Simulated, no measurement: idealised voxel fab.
Process module, titled voxel gate over fins
Pictured: cross-section cut, 235 nm wide, on a grid of 5 nm square cells.
A cross-section in this document is a grid of square cells, and it is written down as bands, the top band listed before the ones below it; a band is made up of one or more rows of cells.
Top, bottom (nm), then materials left to right with widths (nm); lone material tagged "edge to edge" fills the whole band edge to edge; "air" = empty space.
Heads up on the height convention: 0 is the point under which the incoming wafer is all one material, and the lowest band has no bottom, it just keeps going down, like "0 down".
With a width like "30->40", each row of cells in the band differs from the next by the same amount, the top row carrying the first number and the bottom row the second.
Key: "remains unaltered" - step with no changed cell in the cross-section.
"Voids, fully enclosed" enumerates empty spaces isolated from the top, with no open way to it, that contain at least 8 cells, giving each as width x height at distance from the left edge, all three in nm.
Step line, after settings: the simulator's comment on this step.
Regarding "overlay nm": on a step with a mask, it is the distance the mask lay to the right of its planned place; a negative value places it to the left.
Steps planned for the process:
- 1: RECEIVE | material Si
- 2: CONFORMAL_DEP | material SiN | thk nm 5
- 3: MASKED_ETCH | tone cover | mask id FINS | width nm 15 | pitch nm 50 | etch materials SiN | depth nm 5 | overlay nm 0
- 4: MASKED_ETCH | tone cover | mask id FINS | width nm 15 | pitch nm 50 | etch materials Si | depth nm 35 | overlay nm 0
- 5: FILL_DEP | material SiO2 | thk nm 10
- 6: CMP | height nm 5
- 7: DIRECTIONAL_DEP | material aC | thk nm 10
- 8: PATTERN | tone open | mask id RAIL | material resist | width nm 15 | thk nm 30 | overlay nm 0
- 9: DIRECTIONAL_ETCH | etch materials aC | depth nm 10
- 10: STRIP | etch materials resist
- 11: DIRECTIONAL_ETCH | etch materials SiO2 | depth nm 35
- 12: STRIP | etch materials aC
- 13: CONFORMAL_DEP | material TiN | thk nm 5
- 14: FILL_DEP | material W | thk nm 10
- 15: CMP | height nm 5
- 16: SELECTIVE_ETCH | etch materials W Ru TiN | depth nm 20
- 17: FILL_DEP | material SiO2 | thk nm 5
- 18: CMP | height nm 5
- 19: SELECTIVE_ETCH | etch materials SiO2 | depth nm 15
- 20: STRIP | etch materials SiN
- 21: CONFORMAL_DEP | material HfO2 | thk nm 5
- 22: CONFORMAL_DEP | material TiN | thk nm 5
- 23: CONFORMAL_DEP | material TiAl | thk nm 5
- 24: CONFORMAL_DEP | material TiN | thk nm 5
- 25: FILL_DEP | material W | thk nm 15
- 26: CMP | height nm 30
- 27: CONFORMAL_DEP | material SiCN | thk nm 5
varied across the wafers: thk nm of step 27. The plan shows the first wafer's value. All wafers start alike
First wafer of several, as received: cross-section after step 1:
	0 down: Si edge to edge
	Voids, fully enclosed: none
Module finished, last step 27 done: cross-section of the first of several wafers:
	35 to 30: SiCN edge to edge
	30 to 20: W edge to edge
	20 to 15: W 15 | TiN 205 | W 15
	15 to 10: W 15 | TiN 5 | TiAl 45 | TiN 5 | TiAl 45 | TiN 5 | TiAl 45 | TiN 5 | TiAl 45 | TiN 5 | W 15
	10 to 5: TiN 20 | TiAl 5 | TiN 35 | TiAl 5 | TiN 5 | TiAl 5 | TiN 35 | TiAl 5 | TiN 5 | TiAl 5 | TiN 35 | TiAl 5 | TiN 5 | TiAl 5 | TiN 35 | TiAl 5 | TiN 20
	5 to 0: TiAl 25 | TiN 5 | HfO2 25 | TiN 5 | TiAl 15 | TiN 5 | HfO2 25 | TiN 5 | TiAl 15 | TiN 5 | HfO2 25 | TiN 5 | TiAl 15 | TiN 5 | HfO2 25 | TiN 5 | TiAl 25
	0 to -5: TiN 30 | HfO2 5 | Si 15 | HfO2 5 | TiN 25 | HfO2 5 | Si 15 | HfO2 5 | TiN 25 | HfO2 5 | Si 15 | HfO2 5 | TiN 25 | HfO2 5 | Si 15 | HfO2 5 | TiN 30
	-5 to -10: HfO2 35 | Si 15 | HfO2 35 | Si 15 | HfO2 35 | Si 15 | HfO2 35 | Si 15 | HfO2 35
	-10 to -15: SiO2 35 | Si 15 | SiO2 35 | Si 15 | SiO2 35 | Si 15 | SiO2 35 | Si 15 | SiO2 35
	-15 to -25: SiO2 35 | Si 15 | SiO2 10 | TiN 5 | W 5 | TiN 5 | SiO2 10 | Si 15 | SiO2 35 | Si 15 | SiO2 35 | Si 15 | SiO2 35
	-25 to -30: SiO2 35 | Si 15 | SiO2 10 | TiN 15 | SiO2 10 | Si 15 | SiO2 35 | Si 15 | SiO2 35 | Si 15 | SiO2 35
	-30 to -35: SiO2 35 | Si 15 | SiO2 35 | Si 15 | SiO2 35 | Si 15 | SiO2 35 | Si 15 | SiO2 35
	-35 down: Si edge to edge
	Voids, fully enclosed: none
The module's end: a cross-section of the last wafer:
	55 to 30: SiCN edge to edge
	30 to 20: W edge to edge
	20 to 15: W 15 | TiN 205 | W 15
	15 to 10: W 15 | TiN 5 | TiAl 45 | TiN 5 | TiAl 45 | TiN 5 | TiAl 45 | TiN 5 | TiAl 45 | TiN 5 | W 15
	10 to 5: TiN 20 | TiAl 5 | TiN 35 | TiAl 5 | TiN 5 | TiAl 5 | TiN 35 | TiAl 5 | TiN 5 | TiAl 5 | TiN 35 | TiAl 5 | TiN 5 | TiAl 5 | TiN 35 | TiAl 5 | TiN 20
	5 to 0: TiAl 25 | TiN 5 | HfO2 25 | TiN 5 | TiAl 15 | TiN 5 | HfO2 25 | TiN 5 | TiAl 15 | TiN 5 | HfO2 25 | TiN 5 | TiAl 15 | TiN 5 | HfO2 25 | TiN 5 | TiAl 25
	0 to -5: TiN 30 | HfO2 5 | Si 15 | HfO2 5 | TiN 25 | HfO2 5 | Si 15 | HfO2 5 | TiN 25 | HfO2 5 | Si 15 | HfO2 5 | TiN 25 | HfO2 5 | Si 15 | HfO2 5 | TiN 30
	-5 to -10: HfO2 35 | Si 15 | HfO2 35 | Si 15 | HfO2 35 | Si 15 | HfO2 35 | Si 15 | HfO2 35
	-10 to -15: SiO2 35 | Si 15 | SiO2 35 | Si 15 | SiO2 35 | Si 15 | SiO2 35 | Si 15 | SiO2 35
	-15 to -25: SiO2 35 | Si 15 | SiO2 10 | TiN 5 | W 5 | TiN 5 | SiO2 10 | Si 15 | SiO2 35 | Si 15 | SiO2 35 | Si 15 | SiO2 35
	-25 to -30: SiO2 35 | Si 15 | SiO2 10 | TiN 15 | SiO2 10 | Si 15 | SiO2 35 | Si 15 | SiO2 35 | Si 15 | SiO2 35
	-30 to -35: SiO2 35 | Si 15 | SiO2 35 | Si 15 | SiO2 35 | Si 15 | SiO2 35 | Si 15 | SiO2 35
	-35 down: Si edge to edge
	Voids, fully enclosed: none
Wafer rows, end of module: cells per material gained (+) or lost (-) since receipt; closed voids last:
thk nm 5, +63 HfO2, -245 Si, +47 SiCN, +166 SiO2, +63 TiAl, +127 TiN, +108 W, Voids, fully enclosed: none
thk nm 10, +63 HfO2, -245 Si, +94 SiCN, +166 SiO2, +63 TiAl, +127 TiN, +108 W, Voids, fully enclosed: none
thk nm 15, +63 HfO2, -245 Si, +141 SiCN, +166 SiO2, +63 TiAl, +127 TiN, +108 W, Voids, fully enclosed: none
thk nm 20, +63 HfO2, -245 Si, +188 SiCN, +166 SiO2, +63 TiAl, +127 TiN, +108 W, Voids, fully enclosed: none
thk nm 25, +63 HfO2, -245 Si, +235 SiCN, +166 SiO2, +63 TiAl, +127 TiN, +108 W, Voids, fully enclosed: none
